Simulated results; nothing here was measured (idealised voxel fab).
This section sets out a process module, namely voxel gate over fins.
Square cells of 5 nm make up the cross-section cut, whose width is 210 nm.
In this document a cross-section is written as a grid of square cells. It is given as a series of bands, listed from the top down, and a band is one or more rows of cells. What a band's entry tells you: where the top is and where the bottom is, as heights in nm, and after that what lies inside, material by material from left to right, each with its width in nm. Empty space is written as the word "blank", and a single material marked with the word "all across" occupies the band from edge to edge. All heights in this document are referenced to 0, defined as the level beneath which the wafer, as received, consists entirely of one material. The lowest band is not bounded below; it extends indefinitely downward and is written in the form "0..down". Width spec "30..40" -> top row of cells at first value, bottom row at second value, equal per-row change in between. Step marked "nothing altered"? Then no cell in the cross-section changed in it. For the entry "Fully sealed voids", the listed items are empty spaces with no open way to the top whose size is 8 cells or more; each item follows the pattern width x height at distance, where distance is from the left edge and all three are in nm. On each step's line, the part that comes after the settings is the simulator's own comment on the step. overlay nm: how far to the right of its planned place the mask lay on this masked step (negative: to the left).
Planned process steps
- 1: RECEIVE [material Si]
- 2: CONFORMAL_DEP [material SiN] [thk nm 10]
- 3: DIRECTIONAL_DEP [material aC] [thk nm 15]
- 4: PATTERN [tone cover] [mask id FINS] [material resist] [width nm 15] [pitch nm 45] [thk nm 35] [overlay nm 0]
- 5: DIRECTIONAL_ETCH [etch materials aC] [depth nm 15]
- 6: STRIP [etch materials resist]
- 7: DIRECTIONAL_ETCH [etch materials SiN] [depth nm 10]
- 8: DIRECTIONAL_ETCH [etch materials Si] [depth nm 35]
- 9: STRIP [etch materials aC]
- 10: FILL_DEP [material SiO2] [thk nm 15]
- 11: CMP [height nm 10]
- 12: SELECTIVE_ETCH [etch materials SiO2] [depth nm 25]
- 13: STRIP [etch materials SiN]
- 14: CONFORMAL_DEP [material HfO2] [thk nm 5]
- 15: CONFORMAL_DEP [material TiN] [thk nm 5]
- 16: CONFORMAL_DEP [material TiAl] [thk nm 5]
- 17: CONFORMAL_DEP [material TiN] [thk nm 5]
- 18: FILL_DEP [material W] [thk nm 10]
- 19: CMP [height nm 25]
- 20: CONFORMAL_DEP [material SiCN] [thk nm 5]
The plan shows the width nm of step 4 as the first wafer had it; this setting differs between the wafers, which start out alike.
First wafer of several, as received: cross-section after step 1
    0..down  Si all across
    Fully sealed voids: none
Per wafer (row), end of module: delta in cells per material since receipt, (+) for gained, (-) for lost; closed voids after that
width nm 15 | +60 HfO2 | -231 Si | +42 SiCN | +132 SiO2 | +60 TiAl | +108 TiN | +81 W | Fully sealed voids: none
width nm 20 | +60 HfO2 | -210 Si | +42 SiCN | +120 SiO2 | +54 TiAl | +108 TiN | +78 W | Fully sealed voids: none
width nm 25 | +60 HfO2 | -189 Si | +42 SiCN | +108 SiO2 | +48 TiAl | +108 TiN | +75 W | Fully sealed voids: none
width nm 30 | +60 HfO2 | -168 Si | +42 SiCN | +96 SiO2 | +48 TiAl | +102 TiN | +72 W | Fully sealed voids: none
